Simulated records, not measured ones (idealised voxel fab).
voxel wiring stack: a process module
Displayed cross-section: cut, width of 295 nm, square cells sized 5 nm.
Format of a cross-section: grid, square cells. Given as bands. Order: top down. Band: one or more rows of cells.
What a band's entry tells you: where the top is and where the bottom is, as heights in nm, and after that what lies inside, material by material from left to right, each with its width in nm. Empty space is written as the word "air", and a single material marked with the word "full width" occupies the band from edge to edge.
Basically, 0 is our baseline, since under it the wafer straight out of the box is all one material. The bottom band has no lower end and keeps on going down, so it looks like "0 -> down".
The width entry "30->40" should be interpreted row by row: the top row of cells in the band takes the first number, the bottom row takes the second number, and the change between adjacent rows is uniform throughout.
Any step labelled "no modifications" changed none of the cells in the cross-section.
Basically, "Closed empty spaces" tells you about the enclosed voids: empty spaces with no open way to the top, 8 cells or bigger, each written width x height at distance, where distance is from the left edge, all in nm.
Whatever follows a step's settings on its line is a remark the simulator itself makes about that step.
overlay nm: where the mask lay relative to plan, measured to the right, on steps with a mask; negatives go left.

Process steps foreseen in the plan
1: RECEIVE: material Si
2: CONFORMAL_DEP: material SiO2, thk nm 10
3: DIRECTIONAL_DEP: material TiN, thk nm 5
4: DIRECTIONAL_DEP: material Ru, thk nm 15
5: PATTERN: tone cover, mask id METAL_1, material resist, width nm 30, pitch nm 60, thk nm 20, overlay nm 0
6: DIRECTIONAL_ETCH: etch materials Ru, depth nm 15
7: DIRECTIONAL_ETCH: etch materials TiN, depth nm 5
8: STRIP: etch materials resist
9: FILL_DEP: material SiO2, thk nm 5
10: CMP: height nm 30
11: CONFORMAL_DEP: material SiCN, thk nm 5
12: DIRECTIONAL_DEP: material SiO2, thk nm 20
13: MASKED_ETCH: tone open, mask id PLUG_1, width nm 15, pitch nm 120, etch materials SiO2, depth nm 20, overlay nm 0
14: MASKED_ETCH: tone open, mask id PLUG_1, width nm 15, pitch nm 120, etch materials SiCN, depth nm 5, overlay nm 0
15: EPI: material Ru, thk nm 10
16: EPI: material Ru, thk nm 10
17: EPI: material Ru, thk nm 5
18: DIRECTIONAL_DEP: material TiN, thk nm 5
19: DIRECTIONAL_DEP: material Ru, thk nm 25
20: MASKED_ETCH: tone cover, mask id METAL_2, width nm 30, pitch nm 60, etch materials Ru, depth nm 25, overlay nm 0
21: MASKED_ETCH: tone cover, mask id METAL_2, width nm 30, pitch nm 60, etch materials TiN, depth nm 5, overlay nm 0
22: CONFORMAL_DEP: material SiCN, thk nm 5
23: FILL_DEP: material SiO2, thk nm 5
24: CMP: height nm 85
25: CONFORMAL_DEP: material SiCN, thk nm 5

Wafer, first of two, run as planned

as received, after step 1
  0 -> down: Si full width
  Closed empty spaces: none

after step 2
  10 -> 0: SiO2 full width
  Rest of section, below 0: as before.

after step 3
  15 -> 10: TiN full width
  Rest of section, below 10: as before.

after step 4
  30 -> 15: Ru full width
  Rest of section, below 15: as before.

after step 5
  50 -> 30: 40 air  30 resist  30 air  30 resist  30 air  30 resist  30 air  30 resist  45 air
  Rest of section, below 30: as before.

after step 6
  50 -> 30: 40 air  30 resist  30 air  30 resist  30 air  30 resist  30 air  30 resist  45 air
  30 -> 15: 40 air  30 Ru  30 air  30 Ru  30 air  30 Ru  30 air  30 Ru  45 air
  Rest of section, below 15: as before.

after step 7
  50 -> 30: 40 air  30 resist  30 air  30 resist  30 air  30 resist  30 air  30 resist  45 air
  30 -> 15: 40 air  30 Ru  30 air  30 Ru  30 air  30 Ru  30 air  30 Ru  45 air
  15 -> 10: 40 air  30 TiN  30 air  30 TiN  30 air  30 TiN  30 air  30 TiN  45 air
  Rest of section, below 10: as before.

after step 8
  30 -> 15: 40 air  30 Ru  30 air  30 Ru  30 air  30 Ru  30 air  30 Ru  45 air
  Rest of section, below 15: as before.

after step 9
  35 -> 30: SiO2 full width
  30 -> 15: 40 SiO2  30 Ru  30 SiO2  30 Ru  30 SiO2  30 Ru  30 SiO2  30 Ru  45 SiO2
  15 -> 10: 40 SiO2  30 TiN  30 SiO2  30 TiN  30 SiO2  30 TiN  30 SiO2  30 TiN  45 SiO2
  Rest of section, below 10: as before.

after step 10
  30 -> 15: 40 SiO2  30 Ru  30 SiO2  30 Ru  30 SiO2  30 Ru  30 SiO2  30 Ru  45 SiO2
  Rest of section, below 15: as before.

after step 11
  35 -> 30: SiCN full width
  Rest of section, below 30: as before.

after step 12
  55 -> 35: SiO2 full width
  Rest of section, below 35: as before.

after step 13
  55 -> 35: 40 SiO2  15 air  105 SiO2  15 air  120 SiO2
  Rest of section, below 35: as before.

after step 14
  55 -> 35: 40 SiO2  15 air  105 SiO2  15 air  120 SiO2
  35 -> 30: 40 SiCN  15 air  105 SiCN  15 air  120 SiCN
  Rest of section, below 30: as before.

after step 15
  55 -> 40: 40 SiO2  15 air  105 SiO2  15 air  120 SiO2
  40 -> 35: 40 SiO2  15 Ru  105 SiO2  15 Ru  120 SiO2
  35 -> 30: 40 SiCN  15 Ru  105 SiCN  15 Ru  120 SiCN
  Rest of section, below 30: as before.

after step 16
  55 -> 50: 40 SiO2  15 air  105 SiO2  15 air  120 SiO2
  50 -> 35: 40 SiO2  15 Ru  105 SiO2  15 Ru  120 SiO2
  Rest of section, below 35: as before.

after step 17
  55 -> 35: 40 SiO2  15 Ru  105 SiO2  15 Ru  120 SiO2
  Rest of section, below 35: as before.

after step 18
  60 -> 55: TiN full width
  Rest of section, below 55: as before.

after step 19
  85 -> 60: Ru full width
  Rest of section, below 60: as before.

after step 20
  85 -> 60: 40 air  30 Ru  30 air  30 Ru  30 air  30 Ru  30 air  30 Ru  45 air
  Rest of section, below 60: as before.

after step 21
  85 -> 60: 40 air  30 Ru  30 air  30 Ru  30 air  30 Ru  30 air  30 Ru  45 air
  60 -> 55: 40 air  30 TiN  30 air  30 TiN  30 air  30 TiN  30 air  30 TiN  45 air
  Rest of section, below 55: as before.

after step 22
  90 -> 85: 35 air  40 SiCN  20 air  40 SiCN  20 air  40 SiCN  20 air  40 SiCN  40 air
  85 -> 60: 35 air  5 SiCN  30 Ru  5 SiCN  20 air  5 SiCN  30 Ru  5 SiCN  20 air  5 SiCN  30 Ru  5 SiCN  20 air  5 SiCN  30 Ru  5 SiCN  40 air
  60 -> 55: 40 SiCN  30 TiN  30 SiCN  30 TiN  30 SiCN  30 TiN  30 SiCN  30 TiN  45 SiCN
  Rest of section, below 55: as before.

after step 23
  95 -> 90: SiO2 full width
  90 -> 85: 35 SiO2  40 SiCN  20 SiO2  40 SiCN  20 SiO2  40 SiCN  20 SiO2  40 SiCN  40 SiO2
  85 -> 60: 35 SiO2  5 SiCN  30 Ru  5 SiCN  20 SiO2  5 SiCN  30 Ru  5 SiCN  20 SiO2  5 SiCN  30 Ru  5 SiCN  20 SiO2  5 SiCN  30 Ru  5 SiCN  40 SiO2
  Rest of section, below 60: as before.

after step 24
  85 -> 60: 35 SiO2  5 SiCN  30 Ru  5 SiCN  20 SiO2  5 SiCN  30 Ru  5 SiCN  20 SiO2  5 SiCN  30 Ru  5 SiCN  20 SiO2  5 SiCN  30 Ru  5 SiCN  40 SiO2
  Rest of section, below 60: as before.

after step 25
  90 -> 85: SiCN full width
  Rest of section, below 85: as before.

Wafer two: like wafer one in start and plan, but with one mistake in execution; identical up to and including step 4

when step 5 should have ended
  50 -> 30: 50 air  30 resist  30 air  30 resist  30 air  30 resist  30 air  30 resist  35 air
  Rest of section, below 30: as before.

when step 6 should have ended
  50 -> 30: 50 air  30 resist  30 air  30 resist  30 air  30 resist  30 air  30 resist  35 air
  30 -> 15: 50 air  30 Ru  30 air  30 Ru  30 air  30 Ru  30 air  30 Ru  35 air
  Rest of section, below 15: as before.

when step 7 should have ended
  50 -> 30: 50 air  30 resist  30 air  30 resist  30 air  30 resist  30 air  30 resist  35 air
  30 -> 15: 50 air  30 Ru  30 air  30 Ru  30 air  30 Ru  30 air  30 Ru  35 air
  15 -> 10: 50 air  30 TiN  30 air  30 TiN  30 air  30 TiN  30 air  30 TiN  35 air
  Rest of section, below 10: as before.

when step 8 should have ended
  30 -> 15: 50 air  30 Ru  30 air  30 Ru  30 air  30 Ru  30 air  30 Ru  35 air
  Rest of section, below 15: as before.

when step 9 should have ended
  35 -> 30: SiO2 full width
  30 -> 15: 50 SiO2  30 Ru  30 SiO2  30 Ru  30 SiO2  30 Ru  30 SiO2  30 Ru  35 SiO2
  15 -> 10: 50 SiO2  30 TiN  30 SiO2  30 TiN  30 SiO2  30 TiN  30 SiO2  30 TiN  35 SiO2
  Rest of section, below 10: as before.

when step 10 should have ended
  30 -> 15: 50 SiO2  30 Ru  30 SiO2  30 Ru  30 SiO2  30 Ru  30 SiO2  30 Ru  35 SiO2
  Rest of section, below 15: as before.

when step 11 should have ended
  35 -> 30: SiCN full width
  Rest of section, below 30: as before.

when step 12 should have ended
  55 -> 35: SiO2 full width
  Rest of section, below 35: as before.

when step 13 should have ended
  55 -> 35: 40 SiO2  15 air  105 SiO2  15 air  120 SiO2
  Rest of section, below 35: as before.

when step 14 should have ended
  55 -> 35: 40 SiO2  15 air  105 SiO2  15 air  120 SiO2
  35 -> 30: 40 SiCN  15 air  105 SiCN  15 air  120 SiCN
  Rest of section, below 30: as before.

when step 15 should have ended
  55 -> 40: 40 SiO2  15 air  105 SiO2  15 air  120 SiO2
  40 -> 35: 40 SiO2  15 Ru  105 SiO2  15 Ru  120 SiO2
  35 -> 30: 40 SiCN  15 Ru  105 SiCN  15 Ru  120 SiCN
  Rest of section, below 30: as before.

when step 16 should have ended
  55 -> 50: 40 SiO2  15 air  105 SiO2  15 air  120 SiO2
  50 -> 35: 40 SiO2  15 Ru  105 SiO2  15 Ru  120 SiO2
  Rest of section, below 35: as before.

when step 17 should have ended
  55 -> 35: 40 SiO2  15 Ru  105 SiO2  15 Ru  120 SiO2
  Rest of section, below 35: as before.

when step 18 should have ended
  60 -> 55: TiN full width
  Rest of section, below 55: as before.

when step 19 should have ended
  85 -> 60: Ru full width
  Rest of section, below 60: as before.

when step 20 should have ended
  85 -> 60: 40 air  30 Ru  30 air  30 Ru  30 air  30 Ru  30 air  30 Ru  45 air
  Rest of section, below 60: as before.

when step 21 should have ended
  85 -> 60: 40 air  30 Ru  30 air  30 Ru  30 air  30 Ru  30 air  30 Ru  45 air
  60 -> 55: 40 air  30 TiN  30 air  30 TiN  30 air  30 TiN  30 air  30 TiN  45 air
  Rest of section, below 55: as before.

when step 22 should have ended
  90 -> 85: 35 air  40 SiCN  20 air  40 SiCN  20 air  40 SiCN  20 air  40 SiCN  40 air
  85 -> 60: 35 air  5 SiCN  30 Ru  5 SiCN  20 air  5 SiCN  30 Ru  5 SiCN  20 air  5 SiCN  30 Ru  5 SiCN  20 air  5 SiCN  30 Ru  5 SiCN  40 air
  60 -> 55: 40 SiCN  30 TiN  30 SiCN  30 TiN  30 SiCN  30 TiN  30 SiCN  30 TiN  45 SiCN
  Rest of section, below 55: as before.

when step 23 should have ended
  95 -> 90: SiO2 full width
  90 -> 85: 35 SiO2  40 SiCN  20 SiO2  40 SiCN  20 SiO2  40 SiCN  20 SiO2  40 SiCN  40 SiO2
  85 -> 60: 35 SiO2  5 SiCN  30 Ru  5 SiCN  20 SiO2  5 SiCN  30 Ru  5 SiCN  20 SiO2  5 SiCN  30 Ru  5 SiCN  20 SiO2  5 SiCN  30 Ru  5 SiCN  40 SiO2
  Rest of section, below 60: as before.

when step 24 should have ended
  85 -> 60: 35 SiO2  5 SiCN  30 Ru  5 SiCN  20 SiO2  5 SiCN  30 Ru  5 SiCN  20 SiO2  5 SiCN  30 Ru  5 SiCN  20 SiO2  5 SiCN  30 Ru  5 SiCN  40 SiO2
  Rest of section, below 60: as before.

when step 25 should have ended
  90 -> 85: SiCN full width
  Rest of section, below 85: as before.
So what did we get wrong on this run? for step 5, the planned setting was not used; the step was instead run as PATTERN: tone cover, mask id METAL_1, material resist, width nm 30, pitch nm 60, thk nm 20, overlay nm 10
Same inventory, different map: at the end, the second wafer holds as many cells of each material as the first, placed elsewhere.
